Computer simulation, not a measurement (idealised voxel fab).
process module | voxel transistor to metal
cross-section cut | 175 nm wide | cells 5 nm
A cross-section is a grid of square cells, given in bands from the top down. A band is one or more rows of cells.
Each band's line starts with the height of the band's top and of its bottom, in nm. Then come its materials from left to right, each with its width in nm. One material with "throughout" fills the band from edge to edge. "air" is empty space.
Height 0 is the level under which the wafer as received is all one material. The lowest band goes on downwards, as in "0 down".
A width such as "30 to 40" changes by the same amount from each row of cells to the next, from the band's top row to its bottom row.
"no change" after a step means that no cell of the cross-section changed.
closed voids: empty space of 8 cells or more with no open way to the top, each as width x height at its distance from the left edge, in nm
after a step's settings: what the simulator itself notes on the step
overlay nm, on a step with a mask: how far to the right of its planned place the mask lay; to the left if negative
plan
1 op RECEIVE | material Si
2 op OXIDIZE | depth nm 5
3 op CONFORMAL_DEP | material SiN | thk nm 10
4 op PATTERN | tone cover | mask id ACTIVE | material resist | width nm 105 | thk nm 20 | overlay nm 0
5 op DIRECTIONAL_ETCH | etch materials SiN | depth nm 10
6 op DIRECTIONAL_ETCH | etch materials SiO2 | depth nm 5
7 op DIRECTIONAL_ETCH | etch materials Si | depth nm 25
8 op STRIP | etch materials resist
9 op OXIDIZE | depth nm 5
10 op FILL_DEP | material SiO2 | thk nm 15
11 op CMP | height nm 10
12 op SELECTIVE_ETCH | etch materials SiO2 | depth nm 5
13 op STRIP | etch materials SiN
14 op SELECTIVE_ETCH | etch materials SiO2 | depth nm 5
15 op OXIDIZE | depth nm 5
16 op DIRECTIONAL_DEP | material polySi | thk nm 20
17 op DIRECTIONAL_DEP | material SiCN | thk nm 10
18 op MASKED_ETCH | tone cover | mask id GATE | width nm 25 | etch materials SiCN | depth nm 20 | overlay nm 0
19 op MASKED_ETCH | tone cover | mask id GATE | width nm 25 | etch materials polySi | depth nm 30 | overlay nm 0
20 op CONFORMAL_DEP | material SiO2 | thk nm 5
21 op DIRECTIONAL_ETCH | etch materials SiO2 | depth nm 5
22 op CONFORMAL_DEP | material SiN | thk nm 10
23 op DIRECTIONAL_ETCH | etch materials SiN | depth nm 10
24 op DIRECTIONAL_ETCH | etch materials SiO2 | depth nm 5
25 op DIRECTIONAL_ETCH | etch materials Si | depth nm 15
26 op EPI | material nSi | thk nm 15
27 op FILL_DEP | material SiO2 | thk nm 5
28 op CMP | height nm 15
29 op STRIP | etch materials polySi
30 op SELECTIVE_ETCH | etch materials SiO2 | depth nm 5
31 op CONFORMAL_DEP | material HfO2 | thk nm 5
32 op CONFORMAL_DEP | material TiN | thk nm 5
33 op FILL_DEP | material W | thk nm 10
34 op CMP | height nm 10
35 op DIRECTIONAL_DEP | material SiO2 | thk nm 15
36 op DIRECTIONAL_DEP | material aC | thk nm 10
37 op PATTERN | tone open | mask id CONTACT | material resist | width nm 20 | pitch nm 75 | thk nm 30 | overlay nm 0
38 op DIRECTIONAL_ETCH | etch materials aC | depth nm 10
39 op STRIP | etch materials resist
40 op DIRECTIONAL_ETCH | etch materials SiO2 | depth nm 20
41 op STRIP | etch materials aC
42 op CONFORMAL_DEP | material TiN | thk nm 5
43 op FILL_DEP | material W | thk nm 10
44 op CMP | height nm 25
45 op DIRECTIONAL_DEP | material TiN | thk nm 5
46 op DIRECTIONAL_DEP | material W | thk nm 15
47 op PATTERN | tone cover | mask id METAL_1 | material resist | width nm 20 | pitch nm 75 | thk nm 20 | overlay nm 0
48 op DIRECTIONAL_ETCH | etch materials W | depth nm 15
49 op DIRECTIONAL_ETCH | etch materials TiN | depth nm 5
50 op STRIP | etch materials resist
51 op FILL_DEP | material SiO2 | thk nm 10
52 op CMP | height nm 45
53 op CONFORMAL_DEP | material SiCN | thk nm 5
54 op DIRECTIONAL_DEP | material SiO2 | thk nm 25
55 op MASKED_ETCH | tone open | mask id METAL_2 | width nm 20 | pitch nm 75 | etch materials SiO2 | depth nm 15 | overlay nm 0
56 op MASKED_ETCH | tone open | mask id METAL_2_HOLES | width nm 15 | pitch nm 75 | etch materials SiO2 | depth nm 10 | overlay nm 0
57 op MASKED_ETCH | tone open | mask id METAL_2_HOLES | width nm 15 | pitch nm 75 | etch materials SiCN | depth nm 5 | overlay nm 0
58 op CONFORMAL_DEP | material TiN | thk nm 5
59 op FILL_DEP | material Cu | thk nm 5
60 op CMP | height nm 75
61 op CONFORMAL_DEP | material SiN | thk nm 5
first wafer, as planned
as received, after step 1
  0 down: Si throughout
  closed voids: none
after step 2
  0 to -5: SiO2 throughout
  below -5: unchanged
after step 3
  10 to 0: SiN throughout
  below 0: unchanged
after step 4
  30 to 10: air 35 | resist 105 | air 35
  below 10: unchanged
after step 5
  30 to 10: air 35 | resist 105 | air 35
  10 to 0: air 35 | SiN 105 | air 35
  below 0: unchanged
after step 6
  30 to 10: air 35 | resist 105 | air 35
  10 to 0: air 35 | SiN 105 | air 35
  0 to -5: air 35 | SiO2 105 | air 35
  below -5: unchanged
after step 7
  30 to 10: air 35 | resist 105 | air 35
  10 to 0: air 35 | SiN 105 | air 35
  0 to -5: air 35 | SiO2 105 | air 35
  -5 to -30: air 35 | Si 105 | air 35
  below -30: unchanged
after step 8
  10 to 0: air 35 | SiN 105 | air 35
  below 0: unchanged
after step 9
  10 to 0: air 35 | SiN 105 | air 35
  0 to -5: air 35 | SiO2 105 | air 35
  -5 to -30: air 35 | SiO2 5 | Si 95 | SiO2 5 | air 35
  -30 to -35: SiO2 40 | Si 95 | SiO2 40
  below -35: unchanged
after step 10
  25 to 10: SiO2 throughout
  10 to 0: SiO2 35 | SiN 105 | SiO2 35
  0 to -5: SiO2 throughout
  -5 to -35: SiO2 40 | Si 95 | SiO2 40
  below -35: unchanged
after step 11
  10 to 0: SiO2 35 | SiN 105 | SiO2 35
  below 0: unchanged
after step 12
  10 to 5: air 35 | SiN 105 | air 35
  below 5: unchanged
after step 13
  5 to 0: SiO2 35 | air 105 | SiO2 35
  below 0: unchanged
after step 14
  0 to -5: SiO2 30 | air 115 | SiO2 30
  below -5: unchanged
after step 15
  0 to -5: SiO2 30 | air 115 | SiO2 30
  -5 to -10: SiO2 throughout
  below -10: unchanged
after step 16
  20 to 15: polySi 30 | air 115 | polySi 30
  15 to 0: polySi throughout
  0 to -5: SiO2 30 | polySi 115 | SiO2 30
  below -5: unchanged
after step 17
  30 to 25: SiCN 30 | air 115 | SiCN 30
  25 to 20: SiCN throughout
  20 to 15: polySi 30 | SiCN 115 | polySi 30
  below 15: unchanged
after step 18
  25 to 20: air 75 | SiCN 25 | air 75
  20 to 15: polySi 30 | air 45 | SiCN 25 | air 45 | polySi 30
  below 15: unchanged
after step 19
  25 to 15: air 75 | SiCN 25 | air 75
  15 to 0: air 75 | polySi 25 | air 75
  0 to -5: SiO2 30 | air 45 | polySi 25 | air 45 | SiO2 30
  below -5: unchanged
after step 20
  30 to 25: air 70 | SiO2 35 | air 70
  25 to 15: air 70 | SiO2 5 | SiCN 25 | SiO2 5 | air 70
  15 to 5: air 70 | SiO2 5 | polySi 25 | SiO2 5 | air 70
  5 to 0: SiO2 35 | air 35 | SiO2 5 | polySi 25 | SiO2 5 | air 35 | SiO2 35
  0 to -5: SiO2 75 | polySi 25 | SiO2 75
  below -5: unchanged
after step 21
  25 to 15: air 70 | SiO2 5 | SiCN 25 | SiO2 5 | air 70
  15 to 0: air 70 | SiO2 5 | polySi 25 | SiO2 5 | air 70
  0 to -5: SiO2 35 | air 35 | SiO2 5 | polySi 25 | SiO2 5 | air 35 | SiO2 35
  below -5: unchanged
after step 22
  35 to 25: air 60 | SiN 55 | air 60
  25 to 15: air 60 | SiN 10 | SiO2 5 | SiCN 25 | SiO2 5 | SiN 10 | air 60
  15 to 10: air 60 | SiN 10 | SiO2 5 | polySi 25 | SiO2 5 | SiN 10 | air 60
  10 to 5: SiN 45 | air 15 | SiN 10 | SiO2 5 | polySi 25 | SiO2 5 | SiN 10 | air 15 | SiN 45
  5 to 0: SiN 70 | SiO2 5 | polySi 25 | SiO2 5 | SiN 70
  0 to -5: SiO2 35 | SiN 35 | SiO2 5 | polySi 25 | SiO2 5 | SiN 35 | SiO2 35
  below -5: unchanged
after step 23
  25 to 15: air 60 | SiN 10 | SiO2 5 | SiCN 25 | SiO2 5 | SiN 10 | air 60
  15 to 0: air 60 | SiN 10 | SiO2 5 | polySi 25 | SiO2 5 | SiN 10 | air 60
  0 to -5: SiO2 35 | SiN 10 | air 15 | SiN 10 | SiO2 5 | polySi 25 | SiO2 5 | SiN 10 | air 15 | SiN 10 | SiO2 35
  below -5: unchanged
after step 24
  25 to 20: air 60 | SiN 10 | air 5 | SiCN 25 | air 5 | SiN 10 | air 60
  20 to 15: air 60 | SiN 10 | SiO2 5 | SiCN 25 | SiO2 5 | SiN 10 | air 60
  15 to 0: air 60 | SiN 10 | SiO2 5 | polySi 25 | SiO2 5 | SiN 10 | air 60
  0 to -5: air 35 | SiN 10 | air 15 | SiN 10 | SiO2 5 | polySi 25 | SiO2 5 | SiN 10 | air 15 | SiN 10 | air 35
  -5 to -10: SiO2 45 | air 15 | SiO2 55 | air 15 | SiO2 45
  below -10: unchanged
after step 25
  25 to 20: air 60 | SiN 10 | air 5 | SiCN 25 | air 5 | SiN 10 | air 60
  20 to 15: air 60 | SiN 10 | SiO2 5 | SiCN 25 | SiO2 5 | SiN 10 | air 60
  15 to 0: air 60 | SiN 10 | SiO2 5 | polySi 25 | SiO2 5 | SiN 10 | air 60
  0 to -5: air 35 | SiN 10 | air 15 | SiN 10 | SiO2 5 | polySi 25 | SiO2 5 | SiN 10 | air 15 | SiN 10 | air 35
  -5 to -10: SiO2 45 | air 15 | SiO2 55 | air 15 | SiO2 45
  -10 to -25: SiO2 40 | Si 5 | air 15 | Si 55 | air 15 | Si 5 | SiO2 40
  below -25: unchanged
after step 26
  25 to 20: air 60 | SiN 10 | air 5 | SiCN 25 | air 5 | SiN 10 | air 60
  20 to 15: air 60 | SiN 10 | SiO2 5 | SiCN 25 | SiO2 5 | SiN 10 | air 60
  15 to 5: air 60 | SiN 10 | SiO2 5 | polySi 25 | SiO2 5 | SiN 10 | air 60
  5 to 0: air 40 | nSi 20 | SiN 10 | SiO2 5 | polySi 25 | SiO2 5 | SiN 10 | nSi 20 | air 40
  0 to -5: air 35 | SiN 10 | nSi 15 | SiN 10 | SiO2 5 | polySi 25 | SiO2 5 | SiN 10 | nSi 15 | SiN 10 | air 35
  -5 to -10: SiO2 45 | nSi 15 | SiO2 55 | nSi 15 | SiO2 45
  -10 to -25: SiO2 40 | Si 5 | nSi 15 | Si 55 | nSi 15 | Si 5 | SiO2 40
  below -25: unchanged
after step 27
  30 to 25: SiO2 throughout
  25 to 15: SiO2 60 | SiN 10 | SiO2 5 | SiCN 25 | SiO2 5 | SiN 10 | SiO2 60
  15 to 5: SiO2 60 | SiN 10 | SiO2 5 | polySi 25 | SiO2 5 | SiN 10 | SiO2 60
  5 to 0: SiO2 40 | nSi 20 | SiN 10 | SiO2 5 | polySi 25 | SiO2 5 | SiN 10 | nSi 20 | SiO2 40
  0 to -5: SiO2 35 | SiN 10 | nSi 15 | SiN 10 | SiO2 5 | polySi 25 | SiO2 5 | SiN 10 | nSi 15 | SiN 10 | SiO2 35
  below -5: unchanged
after step 28
  15 to 5: SiO2 60 | SiN 10 | SiO2 5 | polySi 25 | SiO2 5 | SiN 10 | SiO2 60
  below 5: unchanged
after step 29
  15 to 5: SiO2 60 | SiN 10 | SiO2 5 | air 25 | SiO2 5 | SiN 10 | SiO2 60
  5 to 0: SiO2 40 | nSi 20 | SiN 10 | SiO2 5 | air 25 | SiO2 5 | SiN 10 | nSi 20 | SiO2 40
  0 to -5: SiO2 35 | SiN 10 | nSi 15 | SiN 10 | SiO2 5 | air 25 | SiO2 5 | SiN 10 | nSi 15 | SiN 10 | SiO2 35
  below -5: unchanged
after step 30
  15 to 10: air 60 | SiN 10 | air 35 | SiN 10 | air 60
  10 to 5: SiO2 60 | SiN 10 | air 35 | SiN 10 | SiO2 60
  5 to 0: SiO2 40 | nSi 20 | SiN 10 | air 35 | SiN 10 | nSi 20 | SiO2 40
  0 to -5: SiO2 35 | SiN 10 | nSi 15 | SiN 10 | air 35 | SiN 10 | nSi 15 | SiN 10 | SiO2 35
  -5 to -10: SiO2 45 | nSi 15 | SiO2 10 | air 35 | SiO2 10 | nSi 15 | SiO2 45
  below -10: unchanged
after step 31
  20 to 15: air 55 | HfO2 20 | air 25 | HfO2 20 | air 55
  15 to 10: HfO2 60 | SiN 10 | HfO2 5 | air 25 | HfO2 5 | SiN 10 | HfO2 60
  10 to 5: SiO2 60 | SiN 10 | HfO2 5 | air 25 | HfO2 5 | SiN 10 | SiO2 60
  5 to 0: SiO2 40 | nSi 20 | SiN 10 | HfO2 5 | air 25 | HfO2 5 | SiN 10 | nSi 20 | SiO2 40
  0 to -5: SiO2 35 | SiN 10 | nSi 15 | SiN 10 | HfO2 5 | air 25 | HfO2 5 | SiN 10 | nSi 15 | SiN 10 | SiO2 35
  -5 to -10: SiO2 45 | nSi 15 | SiO2 10 | HfO2 35 | SiO2 10 | nSi 15 | SiO2 45
  below -10: unchanged
after step 32
  25 to 20: air 50 | TiN 30 | air 15 | TiN 30 | air 50
  20 to 15: TiN 55 | HfO2 20 | TiN 5 | air 15 | TiN 5 | HfO2 20 | TiN 55
  15 to 10: HfO2 60 | SiN 10 | HfO2 5 | TiN 5 | air 15 | TiN 5 | HfO2 5 | SiN 10 | HfO2 60
  10 to 5: SiO2 60 | SiN 10 | HfO2 5 | TiN 5 | air 15 | TiN 5 | HfO2 5 | SiN 10 | SiO2 60
  5 to 0: SiO2 40 | nSi 20 | SiN 10 | HfO2 5 | TiN 5 | air 15 | TiN 5 | HfO2 5 | SiN 10 | nSi 20 | SiO2 40
  0 to -5: SiO2 35 | SiN 10 | nSi 15 | SiN 10 | HfO2 5 | TiN 25 | HfO2 5 | SiN 10 | nSi 15 | SiN 10 | SiO2 35
  below -5: unchanged
after step 33
  35 to 25: W throughout
  25 to 20: W 50 | TiN 30 | W 15 | TiN 30 | W 50
  20 to 15: TiN 55 | HfO2 20 | TiN 5 | W 15 | TiN 5 | HfO2 20 | TiN 55
  15 to 10: HfO2 60 | SiN 10 | HfO2 5 | TiN 5 | W 15 | TiN 5 | HfO2 5 | SiN 10 | HfO2 60
  10 to 5: SiO2 60 | SiN 10 | HfO2 5 | TiN 5 | W 15 | TiN 5 | HfO2 5 | SiN 10 | SiO2 60
  5 to 0: SiO2 40 | nSi 20 | SiN 10 | HfO2 5 | TiN 5 | W 15 | TiN 5 | HfO2 5 | SiN 10 | nSi 20 | SiO2 40
  below 0: unchanged
after step 34
  10 to 5: SiO2 60 | SiN 10 | HfO2 5 | TiN 5 | W 15 | TiN 5 | HfO2 5 | SiN 10 | SiO2 60
  below 5: unchanged
after step 35
  25 to 10: SiO2 throughout
  below 10: unchanged
after step 36
  35 to 25: aC throughout
  below 25: unchanged
after step 37
  65 to 35: resist 40 | air 20 | resist 55 | air 20 | resist 40
  below 35: unchanged
after step 38
  55 to 35: resist 40 | air 20 | resist 55 | air 20 | resist 40
  35 to 25: aC 40 | air 20 | aC 55 | air 20 | aC 40
  below 25: unchanged
after step 39
  35 to 25: aC 40 | air 20 | aC 55 | air 20 | aC 40
  below 25: unchanged
after step 40
  35 to 25: aC 40 | air 20 | aC 55 | air 20 | aC 40
  25 to 10: SiO2 40 | air 20 | SiO2 55 | air 20 | SiO2 40
  10 to 5: SiO2 40 | air 20 | SiN 10 | HfO2 5 | TiN 5 | W 15 | TiN 5 | HfO2 5 | SiN 10 | air 20 | SiO2 40
  below 5: unchanged
after step 41
  25 to 10: SiO2 40 | air 20 | SiO2 55 | air 20 | SiO2 40
  below 10: unchanged
after step 42
  30 to 25: TiN 45 | air 10 | TiN 65 | air 10 | TiN 45
  25 to 10: SiO2 40 | TiN 5 | air 10 | TiN 5 | SiO2 55 | TiN 5 | air 10 | TiN 5 | SiO2 40
  10 to 5: SiO2 40 | TiN 20 | SiN 10 | HfO2 5 | TiN 5 | W 15 | TiN 5 | HfO2 5 | SiN 10 | TiN 20 | SiO2 40
  below 5: unchanged
after step 43
  40 to 30: W throughout
  30 to 25: TiN 45 | W 10 | TiN 65 | W 10 | TiN 45
  25 to 10: SiO2 40 | TiN 5 | W 10 | TiN 5 | SiO2 55 | TiN 5 | W 10 | TiN 5 | SiO2 40
  below 10: unchanged
after step 44
  25 to 10: SiO2 40 | TiN 5 | W 10 | TiN 5 | SiO2 55 | TiN 5 | W 10 | TiN 5 | SiO2 40
  below 10: unchanged
after step 45
  30 to 25: TiN throughout
  below 25: unchanged
after step 46
  45 to 30: W throughout
  below 30: unchanged
after step 47
  65 to 45: air 40 | resist 20 | air 55 | resist 20 | air 40
  below 45: unchanged
after step 48
  65 to 45: air 40 | resist 20 | air 55 | resist 20 | air 40
  45 to 30: air 40 | W 20 | air 55 | W 20 | air 40
  below 30: unchanged
after step 49
  65 to 45: air 40 | resist 20 | air 55 | resist 20 | air 40
  45 to 30: air 40 | W 20 | air 55 | W 20 | air 40
  30 to 25: air 40 | TiN 20 | air 55 | TiN 20 | air 40
  below 25: unchanged
after step 50
  45 to 30: air 40 | W 20 | air 55 | W 20 | air 40
  below 30: unchanged
after step 51
  55 to 45: SiO2 throughout
  45 to 30: SiO2 40 | W 20 | SiO2 55 | W 20 | SiO2 40
  30 to 25: SiO2 40 | TiN 20 | SiO2 55 | TiN 20 | SiO2 40
  below 25: unchanged
after step 52
  45 to 30: SiO2 40 | W 20 | SiO2 55 | W 20 | SiO2 40
  below 30: unchanged
after step 53
  50 to 45: SiCN throughout
  below 45: unchanged
after step 54
  75 to 50: SiO2 throughout
  below 50: unchanged
after step 55
  75 to 60: SiO2 40 | air 20 | SiO2 55 | air 20 | SiO2 40
  below 60: unchanged
after step 56
  75 to 60: SiO2 40 | air 20 | SiO2 55 | air 20 | SiO2 40
  60 to 50: SiO2 40 | air 15 | SiO2 60 | air 15 | SiO2 45
  below 50: unchanged
after step 57
  75 to 60: SiO2 40 | air 20 | SiO2 55 | air 20 | SiO2 40
  60 to 50: SiO2 40 | air 15 | SiO2 60 | air 15 | SiO2 45
  50 to 45: SiCN 40 | air 15 | SiCN 60 | air 15 | SiCN 45
  below 45: unchanged
after step 58
  80 to 75: TiN 45 | air 10 | TiN 65 | air 10 | TiN 45
  75 to 65: SiO2 40 | TiN 5 | air 10 | TiN 5 | SiO2 55 | TiN 5 | air 10 | TiN 5 | SiO2 40
  65 to 60: SiO2 40 | TiN 5 | air 5 | TiN 10 | SiO2 55 | TiN 5 | air 5 | TiN 10 | SiO2 40
  60 to 50: SiO2 40 | TiN 5 | air 5 | TiN 5 | SiO2 60 | TiN 5 | air 5 | TiN 5 | SiO2 45
  50 to 45: SiCN 40 | TiN 15 | SiCN 60 | TiN 15 | SiCN 45
  below 45: unchanged
after step 59
  85 to 80: Cu throughout
  80 to 75: TiN 45 | Cu 10 | TiN 65 | Cu 10 | TiN 45
  75 to 65: SiO2 40 | TiN 5 | Cu 10 | TiN 5 | SiO2 55 | TiN 5 | Cu 10 | TiN 5 | SiO2 40
  65 to 60: SiO2 40 | TiN 5 | Cu 5 | TiN 10 | SiO2 55 | TiN 5 | Cu 5 | TiN 10 | SiO2 40
  60 to 50: SiO2 40 | TiN 5 | Cu 5 | TiN 5 | SiO2 60 | TiN 5 | Cu 5 | TiN 5 | SiO2 45
  below 50: unchanged
after step 60
  75 to 65: SiO2 40 | TiN 5 | Cu 10 | TiN 5 | SiO2 55 | TiN 5 | Cu 10 | TiN 5 | SiO2 40
  below 65: unchanged
after step 61
  80 to 75: SiN throughout
  below 75: unchanged
second wafer: like start, like plan, one mistake. Through step 34 it matches the first wafer
when step 35 should have ended
  40 to 10: SiO2 throughout
  below 10: unchanged
when step 36 should have ended
  50 to 40: aC throughout
  below 40: unchanged
when step 37 should have ended
  80 to 50: resist 40 | air 20 | resist 55 | air 20 | resist 40
  below 50: unchanged
when step 38 should have ended
  70 to 50: resist 40 | air 20 | resist 55 | air 20 | resist 40
  50 to 40: aC 40 | air 20 | aC 55 | air 20 | aC 40
  below 40: unchanged
when step 39 should have ended
  50 to 40: aC 40 | air 20 | aC 55 | air 20 | aC 40
  below 40: unchanged
when step 40 should have ended
  50 to 40: aC 40 | air 20 | aC 55 | air 20 | aC 40
  40 to 20: SiO2 40 | air 20 | SiO2 55 | air 20 | SiO2 40
  below 20: unchanged
when step 41 should have ended
  40 to 20: SiO2 40 | air 20 | SiO2 55 | air 20 | SiO2 40
  below 20: unchanged
when step 42 should have ended
  45 to 40: TiN 45 | air 10 | TiN 65 | air 10 | TiN 45
  40 to 25: SiO2 40 | TiN 5 | air 10 | TiN 5 | SiO2 55 | TiN 5 | air 10 | TiN 5 | SiO2 40
  25 to 20: SiO2 40 | TiN 20 | SiO2 55 | TiN 20 | SiO2 40
  below 20: unchanged
when step 43 should have ended
  55 to 45: W throughout
  45 to 40: TiN 45 | W 10 | TiN 65 | W 10 | TiN 45
  40 to 25: SiO2 40 | TiN 5 | W 10 | TiN 5 | SiO2 55 | TiN 5 | W 10 | TiN 5 | SiO2 40
  below 25: unchanged
when step 44 should have ended
  25 to 20: SiO2 40 | TiN 20 | SiO2 55 | TiN 20 | SiO2 40
  below 20: unchanged
when step 45 should have ended
  30 to 25: TiN throughout
  below 25: unchanged
when step 46 should have ended
  45 to 30: W throughout
  below 30: unchanged
when step 47 should have ended
  65 to 45: air 40 | resist 20 | air 55 | resist 20 | air 40
  below 45: unchanged
when step 48 should have ended
  65 to 45: air 40 | resist 20 | air 55 | resist 20 | air 40
  45 to 30: air 40 | W 20 | air 55 | W 20 | air 40
  below 30: unchanged
when step 49 should have ended
  65 to 45: air 40 | resist 20 | air 55 | resist 20 | air 40
  45 to 30: air 40 | W 20 | air 55 | W 20 | air 40
  30 to 25: air 40 | TiN 20 | air 55 | TiN 20 | air 40
  below 25: unchanged
when step 50 should have ended
  45 to 30: air 40 | W 20 | air 55 | W 20 | air 40
  below 30: unchanged
when step 51 should have ended
  55 to 45: SiO2 throughout
  45 to 30: SiO2 40 | W 20 | SiO2 55 | W 20 | SiO2 40
  30 to 20: SiO2 40 | TiN 20 | SiO2 55 | TiN 20 | SiO2 40
  below 20: unchanged
when step 52 should have ended
  45 to 30: SiO2 40 | W 20 | SiO2 55 | W 20 | SiO2 40
  below 30: unchanged
when step 53 should have ended
  50 to 45: SiCN throughout
  below 45: unchanged
when step 54 should have ended
  75 to 50: SiO2 throughout
  below 50: unchanged
when step 55 should have ended
  75 to 60: SiO2 40 | air 20 | SiO2 55 | air 20 | SiO2 40
  below 60: unchanged
when step 56 should have ended
  75 to 60: SiO2 40 | air 20 | SiO2 55 | air 20 | SiO2 40
  60 to 50: SiO2 40 | air 15 | SiO2 60 | air 15 | SiO2 45
  below 50: unchanged
when step 57 should have ended
  75 to 60: SiO2 40 | air 20 | SiO2 55 | air 20 | SiO2 40
  60 to 50: SiO2 40 | air 15 | SiO2 60 | air 15 | SiO2 45
  50 to 45: SiCN 40 | air 15 | SiCN 60 | air 15 | SiCN 45
  below 45: unchanged
when step 58 should have ended
  80 to 75: TiN 45 | air 10 | TiN 65 | air 10 | TiN 45
  75 to 65: SiO2 40 | TiN 5 | air 10 | TiN 5 | SiO2 55 | TiN 5 | air 10 | TiN 5 | SiO2 40
  65 to 60: SiO2 40 | TiN 5 | air 5 | TiN 10 | SiO2 55 | TiN 5 | air 5 | TiN 10 | SiO2 40
  60 to 50: SiO2 40 | TiN 5 | air 5 | TiN 5 | SiO2 60 | TiN 5 | air 5 | TiN 5 | SiO2 45
  50 to 45: SiCN 40 | TiN 15 | SiCN 60 | TiN 15 | SiCN 45
  below 45: unchanged
when step 59 should have ended
  85 to 80: Cu throughout
  80 to 75: TiN 45 | Cu 10 | TiN 65 | Cu 10 | TiN 45
  75 to 65: SiO2 40 | TiN 5 | Cu 10 | TiN 5 | SiO2 55 | TiN 5 | Cu 10 | TiN 5 | SiO2 40
  65 to 60: SiO2 40 | TiN 5 | Cu 5 | TiN 10 | SiO2 55 | TiN 5 | Cu 5 | TiN 10 | SiO2 40
  60 to 50: SiO2 40 | TiN 5 | Cu 5 | TiN 5 | SiO2 60 | TiN 5 | Cu 5 | TiN 5 | SiO2 45
  below 50: unchanged
when step 60 should have ended
  75 to 65: SiO2 40 | TiN 5 | Cu 10 | TiN 5 | SiO2 55 | TiN 5 | Cu 10 | TiN 5 | SiO2 40
  below 65: unchanged
when step 61 should have ended
  80 to 75: SiN throughout
  below 75: unchanged
what went wrong: step 35 was run twice
at the end the second wafer has, in cells: 24 more of SiO2 | 12 fewer of TiN | 12 fewer of W
